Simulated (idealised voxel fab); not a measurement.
process module | voxel wiring stack
cross-section cut | 200 nm wide | cells 5 nm
A cross-section is a grid of square cells, given in bands from the top down. A band is one or more rows of cells.
Each band's line starts with the height of the band's top and of its bottom, in nm. Then come its materials from left to right, each with its width in nm. One material with "throughout" fills the band from edge to edge. "air" is empty space.
Height 0 is the level under which the wafer as received is all one material. The lowest band goes on downwards, as in "0 down".
A width such as "30 to 40" changes by the same amount from each row of cells to the next, from the band's top row to its bottom row.
"no change" after a step means that no cell of the cross-section changed.
closed voids: empty space of 8 cells or more with no open way to the top, each as width x height at its distance from the left edge, in nm
after a step's settings: what the simulator itself notes on the step
overlay nm, on a step with a mask: how far to the right of its planned place the mask lay; to the left if negative
plan
1 op RECEIVE | material Si
2 op CONFORMAL_DEP | material SiO2 | thk nm 15
3 op CONFORMAL_DEP | material SiN | thk nm 5
4 op DIRECTIONAL_DEP | material lowk | thk nm 25
5 op DIRECTIONAL_DEP | material aC | thk nm 10
6 op PATTERN | tone open | mask id METAL_1 | material resist | width nm 25 | pitch nm 45 | thk nm 30 | overlay nm 0
7 op DIRECTIONAL_ETCH | etch materials aC | depth nm 10
8 op STRIP | etch materials resist
9 op DIRECTIONAL_ETCH | etch materials lowk | depth nm 25
10 op DIRECTIONAL_ETCH | etch materials SiN | depth nm 5
11 op STRIP | etch materials aC
12 op CONFORMAL_DEP | material TiN | thk nm 5
13 op FILL_DEP | material Ru | thk nm 5
14 op CMP | height nm 45
15 op CONFORMAL_DEP | material SiCN | thk nm 5
16 op DIRECTIONAL_DEP | material SiO2 | thk nm 15
17 op MASKED_ETCH | tone open | mask id PLUG_1 | width nm 15 | pitch nm 45 | etch materials SiO2 | depth nm 15 | overlay nm 0
18 op MASKED_ETCH | tone open | mask id PLUG_1 | width nm 15 | pitch nm 45 | etch materials SiCN | depth nm 5 | overlay nm 0
19 op EPI | material Ru | thk nm 10
20 op EPI | material Ru | thk nm 10
21 op CONFORMAL_DEP | material SiN | thk nm 5
22 op DIRECTIONAL_DEP | material lowk | thk nm 20
23 op MASKED_ETCH | tone open | mask id METAL_2 | width nm 25 | pitch nm 45 | etch materials lowk | depth nm 20 | overlay nm 0
24 op MASKED_ETCH | tone open | mask id METAL_2 | width nm 25 | pitch nm 45 | etch materials SiN | depth nm 5 | overlay nm 0
25 op CONFORMAL_DEP | material TiN | thk nm 5
26 op FILL_DEP | material Ru | thk nm 10
27 op CMP | height nm 90
28 op CONFORMAL_DEP | material SiCN | thk nm 5
29 op DIRECTIONAL_DEP | material SiO2 | thk nm 10
30 op MASKED_ETCH | tone open | mask id PLUG_2 | width nm 15 | etch materials SiO2 | depth nm 10 | overlay nm 0
31 op MASKED_ETCH | tone open | mask id PLUG_2 | width nm 15 | etch materials SiCN | depth nm 5 | overlay nm 0
32 op EPI | material Ru | thk nm 10
33 op EPI | material Ru | thk nm 5
34 op CONFORMAL_DEP | material SiN | thk nm 5
35 op DIRECTIONAL_DEP | material lowk | thk nm 20
36 op DIRECTIONAL_DEP | material aC | thk nm 15
37 op PATTERN | tone open | mask id METAL_3 | material resist | width nm 25 | pitch nm 45 | thk nm 30 | overlay nm 0
38 op DIRECTIONAL_ETCH | etch materials aC | depth nm 15
39 op STRIP | etch materials resist
40 op DIRECTIONAL_ETCH | etch materials lowk | depth nm 20
41 op DIRECTIONAL_ETCH | etch materials SiN | depth nm 5
42 op STRIP | etch materials aC
43 op CONFORMAL_DEP | material TiN | thk nm 5
44 op FILL_DEP | material Ru | thk nm 5
45 op CMP | height nm 130
46 op CONFORMAL_DEP | material SiCN | thk nm 5
first wafer, as planned
as received, after step 1
  0 down: Si throughout
  closed voids: none
after step 2
  15 to 0: SiO2 throughout
  below 0: unchanged
after step 3
  20 to 15: SiN throughout
  below 15: unchanged
after step 4
  45 to 20: lowk throughout
  below 20: unchanged
after step 5
  55 to 45: aC throughout
  below 45: unchanged
after step 6
  85 to 55: resist 65 | air 25 | resist 20 | air 25 | resist 65
  below 55: unchanged
after step 7
  75 to 55: resist 65 | air 25 | resist 20 | air 25 | resist 65
  55 to 45: aC 65 | air 25 | aC 20 | air 25 | aC 65
  below 45: unchanged
after step 8
  55 to 45: aC 65 | air 25 | aC 20 | air 25 | aC 65
  below 45: unchanged
after step 9
  55 to 45: aC 65 | air 25 | aC 20 | air 25 | aC 65
  45 to 20: lowk 65 | air 25 | lowk 20 | air 25 | lowk 65
  below 20: unchanged
after step 10
  55 to 45: aC 65 | air 25 | aC 20 | air 25 | aC 65
  45 to 20: lowk 65 | air 25 | lowk 20 | air 25 | lowk 65
  20 to 15: SiN 65 | air 25 | SiN 20 | air 25 | SiN 65
  below 15: unchanged
after step 11
  45 to 20: lowk 65 | air 25 | lowk 20 | air 25 | lowk 65
  below 20: unchanged
after step 12
  50 to 45: TiN 70 | air 15 | TiN 30 | air 15 | TiN 70
  45 to 20: lowk 65 | TiN 5 | air 15 | TiN 5 | lowk 20 | TiN 5 | air 15 | TiN 5 | lowk 65
  20 to 15: SiN 65 | TiN 25 | SiN 20 | TiN 25 | SiN 65
  below 15: unchanged
after step 13
  55 to 50: Ru throughout
  50 to 45: TiN 70 | Ru 15 | TiN 30 | Ru 15 | TiN 70
  45 to 20: lowk 65 | TiN 5 | Ru 15 | TiN 5 | lowk 20 | TiN 5 | Ru 15 | TiN 5 | lowk 65
  below 20: unchanged
after step 14
  45 to 20: lowk 65 | TiN 5 | Ru 15 | TiN 5 | lowk 20 | TiN 5 | Ru 15 | TiN 5 | lowk 65
  below 20: unchanged
after step 15
  50 to 45: SiCN throughout
  below 45: unchanged
after step 16
  65 to 50: SiO2 throughout
  below 50: unchanged
after step 17
  65 to 50: SiO2 65 | air 15 | SiO2 30 | air 15 | SiO2 75
  below 50: unchanged
after step 18
  65 to 50: SiO2 65 | air 15 | SiO2 30 | air 15 | SiO2 75
  50 to 45: SiCN 65 | air 15 | SiCN 30 | air 15 | SiCN 75
  below 45: unchanged
after step 19
  65 to 55: SiO2 65 | air 15 | SiO2 30 | air 15 | SiO2 75
  55 to 50: SiO2 65 | Ru 15 | SiO2 30 | Ru 15 | SiO2 75
  50 to 45: SiCN 65 | Ru 15 | SiCN 30 | Ru 15 | SiCN 75
  below 45: unchanged
after step 20
  65 to 50: SiO2 65 | Ru 15 | SiO2 30 | Ru 15 | SiO2 75
  below 50: unchanged
after step 21
  70 to 65: SiN throughout
  below 65: unchanged
after step 22
  90 to 70: lowk throughout
  below 70: unchanged
after step 23
  90 to 70: lowk 65 | air 25 | lowk 20 | air 25 | lowk 65
  below 70: unchanged
after step 24
  90 to 70: lowk 65 | air 25 | lowk 20 | air 25 | lowk 65
  70 to 65: SiN 65 | air 25 | SiN 20 | air 25 | SiN 65
  below 65: unchanged
after step 25
  95 to 90: TiN 70 | air 15 | TiN 30 | air 15 | TiN 70
  90 to 70: lowk 65 | TiN 5 | air 15 | TiN 5 | lowk 20 | TiN 5 | air 15 | TiN 5 | lowk 65
  70 to 65: SiN 65 | TiN 25 | SiN 20 | TiN 25 | SiN 65
  below 65: unchanged
after step 26
  105 to 95: Ru throughout
  95 to 90: TiN 70 | Ru 15 | TiN 30 | Ru 15 | TiN 70
  90 to 70: lowk 65 | TiN 5 | Ru 15 | TiN 5 | lowk 20 | TiN 5 | Ru 15 | TiN 5 | lowk 65
  below 70: unchanged
after step 27
  90 to 70: lowk 65 | TiN 5 | Ru 15 | TiN 5 | lowk 20 | TiN 5 | Ru 15 | TiN 5 | lowk 65
  below 70: unchanged
after step 28
  95 to 90: SiCN throughout
  below 90: unchanged
after step 29
  105 to 95: SiO2 throughout
  below 95: unchanged
after step 30
  105 to 95: SiO2 65 | air 15 | SiO2 120
  below 95: unchanged
after step 31
  105 to 95: SiO2 65 | air 15 | SiO2 120
  95 to 90: SiCN 65 | air 15 | SiCN 120
  below 90: unchanged
after step 32
  105 to 100: SiO2 65 | air 15 | SiO2 120
  100 to 95: SiO2 65 | Ru 15 | SiO2 120
  95 to 90: SiCN 65 | Ru 15 | SiCN 120
  below 90: unchanged
after step 33
  105 to 95: SiO2 65 | Ru 15 | SiO2 120
  below 95: unchanged
after step 34
  110 to 105: SiN throughout
  below 105: unchanged
after step 35
  130 to 110: lowk throughout
  below 110: unchanged
after step 36
  145 to 130: aC throughout
  below 130: unchanged
after step 37
  175 to 145: resist 65 | air 25 | resist 20 | air 25 | resist 65
  below 145: unchanged
after step 38
  160 to 145: resist 65 | air 25 | resist 20 | air 25 | resist 65
  145 to 130: aC 65 | air 25 | aC 20 | air 25 | aC 65
  below 130: unchanged
after step 39
  145 to 130: aC 65 | air 25 | aC 20 | air 25 | aC 65
  below 130: unchanged
after step 40
  145 to 130: aC 65 | air 25 | aC 20 | air 25 | aC 65
  130 to 110: lowk 65 | air 25 | lowk 20 | air 25 | lowk 65
  below 110: unchanged
after step 41
  145 to 130: aC 65 | air 25 | aC 20 | air 25 | aC 65
  130 to 110: lowk 65 | air 25 | lowk 20 | air 25 | lowk 65
  110 to 105: SiN 65 | air 25 | SiN 20 | air 25 | SiN 65
  below 105: unchanged
after step 42
  130 to 110: lowk 65 | air 25 | lowk 20 | air 25 | lowk 65
  below 110: unchanged
after step 43
  135 to 130: TiN 70 | air 15 | TiN 30 | air 15 | TiN 70
  130 to 110: lowk 65 | TiN 5 | air 15 | TiN 5 | lowk 20 | TiN 5 | air 15 | TiN 5 | lowk 65
  110 to 105: SiN 65 | TiN 25 | SiN 20 | TiN 25 | SiN 65
  below 105: unchanged
after step 44
  140 to 135: Ru throughout
  135 to 130: TiN 70 | Ru 15 | TiN 30 | Ru 15 | TiN 70
  130 to 110: lowk 65 | TiN 5 | Ru 15 | TiN 5 | lowk 20 | TiN 5 | Ru 15 | TiN 5 | lowk 65
  below 110: unchanged
after step 45
  130 to 110: lowk 65 | TiN 5 | Ru 15 | TiN 5 | lowk 20 | TiN 5 | Ru 15 | TiN 5 | lowk 65
  below 110: unchanged
after step 46
  135 to 130: SiCN throughout
  below 130: unchanged
second wafer: like start, like plan, one mistake. Through step 16 it matches the first wafer
when step 17 should have ended
  65 to 50: SiO2 65 | air 20 | SiO2 25 | air 20 | SiO2 70
  below 50: unchanged
when step 18 should have ended
  65 to 50: SiO2 65 | air 20 | SiO2 25 | air 20 | SiO2 70
  50 to 45: SiCN 65 | air 15 | SiCN 30 | air 15 | SiCN 75
  below 45: unchanged
when step 19 should have ended
  65 to 55: SiO2 65 | air 20 | SiO2 25 | air 20 | SiO2 70
  55 to 50: SiO2 65 | Ru 20 | SiO2 25 | Ru 20 | SiO2 70
  50 to 45: SiCN 65 | Ru 15 | SiCN 30 | Ru 15 | SiCN 75
  below 45: unchanged
when step 20 should have ended
  65 to 50: SiO2 65 | Ru 20 | SiO2 25 | Ru 20 | SiO2 70
  below 50: unchanged
when step 21 should have ended
  70 to 65: SiN throughout
  below 65: unchanged
when step 22 should have ended
  90 to 70: lowk throughout
  below 70: unchanged
when step 23 should have ended
  90 to 70: lowk 65 | air 25 | lowk 20 | air 25 | lowk 65
  below 70: unchanged
when step 24 should have ended
  90 to 70: lowk 65 | air 25 | lowk 20 | air 25 | lowk 65
  70 to 65: SiN 65 | air 25 | SiN 20 | air 25 | SiN 65
  below 65: unchanged
when step 25 should have ended
  95 to 90: TiN 70 | air 15 | TiN 30 | air 15 | TiN 70
  90 to 70: lowk 65 | TiN 5 | air 15 | TiN 5 | lowk 20 | TiN 5 | air 15 | TiN 5 | lowk 65
  70 to 65: SiN 65 | TiN 25 | SiN 20 | TiN 25 | SiN 65
  below 65: unchanged
when step 26 should have ended
  105 to 95: Ru throughout
  95 to 90: TiN 70 | Ru 15 | TiN 30 | Ru 15 | TiN 70
  90 to 70: lowk 65 | TiN 5 | Ru 15 | TiN 5 | lowk 20 | TiN 5 | Ru 15 | TiN 5 | lowk 65
  below 70: unchanged
when step 27 should have ended
  90 to 70: lowk 65 | TiN 5 | Ru 15 | TiN 5 | lowk 20 | TiN 5 | Ru 15 | TiN 5 | lowk 65
  below 70: unchanged
when step 28 should have ended
  95 to 90: SiCN throughout
  below 90: unchanged
when step 29 should have ended
  105 to 95: SiO2 throughout
  below 95: unchanged
when step 30 should have ended
  105 to 95: SiO2 65 | air 15 | SiO2 120
  below 95: unchanged
when step 31 should have ended
  105 to 95: SiO2 65 | air 15 | SiO2 120
  95 to 90: SiCN 65 | air 15 | SiCN 120
  below 90: unchanged
when step 32 should have ended
  105 to 100: SiO2 65 | air 15 | SiO2 120
  100 to 95: SiO2 65 | Ru 15 | SiO2 120
  95 to 90: SiCN 65 | Ru 15 | SiCN 120
  below 90: unchanged
when step 33 should have ended
  105 to 95: SiO2 65 | Ru 15 | SiO2 120
  below 95: unchanged
when step 34 should have ended
  110 to 105: SiN throughout
  below 105: unchanged
when step 35 should have ended
  130 to 110: lowk throughout
  below 110: unchanged
when step 36 should have ended
  145 to 130: aC throughout
  below 130: unchanged
when step 37 should have ended
  175 to 145: resist 65 | air 25 | resist 20 | air 25 | resist 65
  below 145: unchanged
when step 38 should have ended
  160 to 145: resist 65 | air 25 | resist 20 | air 25 | resist 65
  145 to 130: aC 65 | air 25 | aC 20 | air 25 | aC 65
  below 130: unchanged
when step 39 should have ended
  145 to 130: aC 65 | air 25 | aC 20 | air 25 | aC 65
  below 130: unchanged
when step 40 should have ended
  145 to 130: aC 65 | air 25 | aC 20 | air 25 | aC 65
  130 to 110: lowk 65 | air 25 | lowk 20 | air 25 | lowk 65
  below 110: unchanged
when step 41 should have ended
  145 to 130: aC 65 | air 25 | aC 20 | air 25 | aC 65
  130 to 110: lowk 65 | air 25 | lowk 20 | air 25 | lowk 65
  110 to 105: SiN 65 | air 25 | SiN 20 | air 25 | SiN 65
  below 105: unchanged
when step 42 should have ended
  130 to 110: lowk 65 | air 25 | lowk 20 | air 25 | lowk 65
  below 110: unchanged
when step 43 should have ended
  135 to 130: TiN 70 | air 15 | TiN 30 | air 15 | TiN 70
  130 to 110: lowk 65 | TiN 5 | air 15 | TiN 5 | lowk 20 | TiN 5 | air 15 | TiN 5 | lowk 65
  110 to 105: SiN 65 | TiN 25 | SiN 20 | TiN 25 | SiN 65
  below 105: unchanged
when step 44 should have ended
  140 to 135: Ru throughout
  135 to 130: TiN 70 | Ru 15 | TiN 30 | Ru 15 | TiN 70
  130 to 110: lowk 65 | TiN 5 | Ru 15 | TiN 5 | lowk 20 | TiN 5 | Ru 15 | TiN 5 | lowk 65
  below 110: unchanged
when step 45 should have ended
  130 to 110: lowk 65 | TiN 5 | Ru 15 | TiN 5 | lowk 20 | TiN 5 | Ru 15 | TiN 5 | lowk 65
  below 110: unchanged
when step 46 should have ended
  135 to 130: SiCN throughout
  below 130: unchanged
what went wrong: step 17 ran as: op MASKED_ETCH | tone open | mask id PLUG_1 | width nm 20 | pitch nm 45 | etch materials SiO2 | depth nm 15 | overlay nm 0
at the end the second wafer has, in cells: 6 more of Ru | 6 fewer of SiO2
